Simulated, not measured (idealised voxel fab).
voxel ribs on slabs: a process module
275 nm wide, 5 nm square cells: that's cross-section cut.
Square cells in a grid make up a cross-section in this document, and the grid is given as bands, listed from the top down, each one or more rows of cells. The band entry comprises the height of the band's top followed by the height of its bottom, expressed in nm, and subsequently the band's materials from left to right, each stated together with its width in nm. Where a single material is marked with the word "full width", that material fills the band from edge to edge. The word "air" represents empty space. Convention: height 0 is the level below which the wafer, as received, is all one material. The lowest band does not terminate at the bottom but continues downward, represented as "z 0 and below". The width entry "30..40" should be interpreted row by row: the top row of cells in the band takes the first number, the bottom row takes the second number, and the change between adjacent rows is uniform throughout. A step reported as "nothing different" is a step in which no cell of the cross-section changed. Any empty space of 8 cells or more lacking an open way to the top shows up in "Sealed internal cavities" as width x height at distance, distance from the left edge, in nm. On a step's line, text after the settings is the simulator commenting on that step. "overlay nm", when on a step's line for a step with a mask, measures how far to the right of its planned place the mask lay; a negative measure means to the left.

# Process steps - plan
step 1: RECEIVE, material Si
step 2: DIRECTIONAL_DEP, material SiO2, thk nm 25
step 3: DIRECTIONAL_DEP, material SiN, thk nm 15
step 4: MASKED_ETCH, tone cover, mask id RIB, width nm 25, etch materials SiN, depth nm 5, overlay nm 0
step 5: DIRECTIONAL_DEP, material aC, thk nm 15
step 6: PATTERN, tone cover, mask id SLAB, material resist, width nm 55, thk nm 35, overlay nm 0
step 7: DIRECTIONAL_ETCH, etch materials aC, depth nm 15
step 8: STRIP, etch materials resist
step 9: DIRECTIONAL_ETCH, etch materials SiN, depth nm 10
step 10: STRIP, etch materials aC
step 11: FILL_DEP, material SiO2, thk nm 15
step 12: CMP, height nm 50
step 13: DIRECTIONAL_DEP, material W, thk nm 10
step 14: PATTERN, tone cover, mask id HEATER, material resist, width nm 35, thk nm 20, overlay nm 0
step 15: DIRECTIONAL_ETCH, etch materials W, depth nm 10
step 16: STRIP, etch materials resist
step 17: CONFORMAL_DEP, material SiN, thk nm 10

# What follows covers the first of two wafers; it ran as planned

# Cross-section of the wafer as it came to us, i.e., already through step 1
    z 0 and below | Si full width
    Sealed internal cavities: none

# Cross-section: wafer state after step 2
    z 25 to 0 | SiO2 full width
    Everything under 0 stays put, no change at all.

# Cross-section: wafer state after step 3
    z 40 to 25 | SiN full width
    Everything under 25 stays put, no change at all.

# Cross-section: wafer state after step 4
    z 40 to 35 | air: 125 | SiN: 25 | air: 125
    Everything under 35 stays put, no change at all.

# Cross-section: wafer state after step 5
    z 55 to 50 | air: 125 | aC: 25 | air: 125
    z 50 to 40 | aC full width
    z 40 to 35 | aC: 125 | SiN: 25 | aC: 125
    Everything under 35 stays put, no change at all.

# Cross-section: wafer state after step 6
    z 90 to 55 | air: 110 | resist: 55 | air: 110
    z 55 to 50 | air: 110 | resist: 15 | aC: 25 | resist: 15 | air: 110
    Everything under 50 stays put, no change at all.

# Cross-section: wafer state after step 7
    z 75 to 55 | air: 110 | resist: 55 | air: 110
    z 55 to 50 | air: 110 | resist: 15 | aC: 25 | resist: 15 | air: 110
    z 50 to 40 | air: 110 | aC: 55 | air: 110
    z 40 to 35 | air: 110 | aC: 15 | SiN: 25 | aC: 15 | air: 110
    Everything under 35 stays put, no change at all.

# Cross-section: wafer state after step 8
    z 55 to 50 | air: 125 | aC: 25 | air: 125
    Everything under 50 stays put, no change at all.

# Cross-section: wafer state after step 9
    z 55 to 50 | air: 125 | aC: 25 | air: 125
    z 50 to 40 | air: 110 | aC: 55 | air: 110
    z 40 to 35 | air: 110 | aC: 15 | SiN: 25 | aC: 15 | air: 110
    z 35 to 25 | air: 110 | SiN: 55 | air: 110
    Everything under 25 stays put, no change at all.

# Cross-section: wafer state after step 10
    z 40 to 35 | air: 125 | SiN: 25 | air: 125
    Everything under 35 stays put, no change at all.

# Cross-section: wafer state after step 11
    z 55 to 40 | SiO2 full width
    z 40 to 35 | SiO2: 125 | SiN: 25 | SiO2: 125
    z 35 to 25 | SiO2: 110 | SiN: 55 | SiO2: 110
    Everything under 25 stays put, no change at all.

# Cross-section: wafer state after step 12
    z 50 to 40 | SiO2 full width
    Everything under 40 stays put, no change at all.

# Cross-section: wafer state after step 13
    z 60 to 50 | W full width
    Everything under 50 stays put, no change at all.

# Cross-section: wafer state after step 14
    z 80 to 60 | air: 120 | resist: 35 | air: 120
    Everything under 60 stays put, no change at all.

# Cross-section: wafer state after step 15
    z 80 to 60 | air: 120 | resist: 35 | air: 120
    z 60 to 50 | air: 120 | W: 35 | air: 120
    Everything under 50 stays put, no change at all.

# Cross-section: wafer state after step 16
    z 60 to 50 | air: 120 | W: 35 | air: 120
    Everything under 50 stays put, no change at all.

# Cross-section: wafer state after step 17
    z 70 to 60 | air: 110 | SiN: 55 | air: 110
    z 60 to 50 | SiN: 120 | W: 35 | SiN: 120
    Everything under 50 stays put, no change at all.

# Second wafer - shared start and plan with the first - one error in running - same as the first up to step 2 inclusive

# Cross-section of the second wafer corresponding to the planned conclusion of step 3
    z 55 to 25 | SiN full width
    Everything under 25 stays put, no change at all.

# Cross-section of the second wafer corresponding to the planned conclusion of step 4
    z 55 to 50 | air: 125 | SiN: 25 | air: 125
    Everything under 50 stays put, no change at all.

# Cross-section of the second wafer corresponding to the planned conclusion of step 5
    z 70 to 65 | air: 125 | aC: 25 | air: 125
    z 65 to 55 | aC full width
    z 55 to 50 | aC: 125 | SiN: 25 | aC: 125
    Everything under 50 stays put, no change at all.

# Cross-section of the second wafer corresponding to the planned conclusion of step 6
    z 105 to 70 | air: 110 | resist: 55 | air: 110
    z 70 to 65 | air: 110 | resist: 15 | aC: 25 | resist: 15 | air: 110
    Everything under 65 stays put, no change at all.

# Cross-section of the second wafer corresponding to the planned conclusion of step 7
    z 90 to 70 | air: 110 | resist: 55 | air: 110
    z 70 to 65 | air: 110 | resist: 15 | aC: 25 | resist: 15 | air: 110
    z 65 to 55 | air: 110 | aC: 55 | air: 110
    z 55 to 50 | air: 110 | aC: 15 | SiN: 25 | aC: 15 | air: 110
    Everything under 50 stays put, no change at all.

# Cross-section of the second wafer corresponding to the planned conclusion of step 8
    z 70 to 65 | air: 125 | aC: 25 | air: 125
    Everything under 65 stays put, no change at all.

# Cross-section of the second wafer corresponding to the planned conclusion of step 9
    z 70 to 65 | air: 125 | aC: 25 | air: 125
    z 65 to 55 | air: 110 | aC: 55 | air: 110
    z 55 to 50 | air: 110 | aC: 15 | SiN: 25 | aC: 15 | air: 110
    z 50 to 40 | air: 110 | SiN: 55 | air: 110
    Everything under 40 stays put, no change at all.

# Cross-section of the second wafer corresponding to the planned conclusion of step 10
    z 55 to 50 | air: 125 | SiN: 25 | air: 125
    Everything under 50 stays put, no change at all.

# Cross-section of the second wafer corresponding to the planned conclusion of step 11
    z 70 to 55 | SiO2 full width
    z 55 to 50 | SiO2: 125 | SiN: 25 | SiO2: 125
    z 50 to 40 | SiO2: 110 | SiN: 55 | SiO2: 110
    Everything under 40 stays put, no change at all.

# Cross-section of the second wafer corresponding to the planned conclusion of step 12
    z 50 to 40 | SiO2: 110 | SiN: 55 | SiO2: 110
    Everything under 40 stays put, no change at all.

# Cross-section of the second wafer corresponding to the planned conclusion of step 13
    z 60 to 50 | W full width
    Everything under 50 stays put, no change at all.

# Cross-section of the second wafer corresponding to the planned conclusion of step 14
    z 80 to 60 | air: 120 | resist: 35 | air: 120
    Everything under 60 stays put, no change at all.

# Cross-section of the second wafer corresponding to the planned conclusion of step 15
    z 80 to 60 | air: 120 | resist: 35 | air: 120
    z 60 to 50 | air: 120 | W: 35 | air: 120
    Everything under 50 stays put, no change at all.

# Cross-section of the second wafer corresponding to the planned conclusion of step 16
    z 60 to 50 | air: 120 | W: 35 | air: 120
    Everything under 50 stays put, no change at all.

# Cross-section of the second wafer corresponding to the planned conclusion of step 17
    z 70 to 60 | air: 110 | SiN: 55 | air: 110
    z 60 to 50 | SiN: 120 | W: 35 | SiN: 120
    Everything under 50 stays put, no change at all.
what went wrong: plan step 3 was twice executed
at the end the second wafer has, in cells: SiN +160 | SiO2 -160
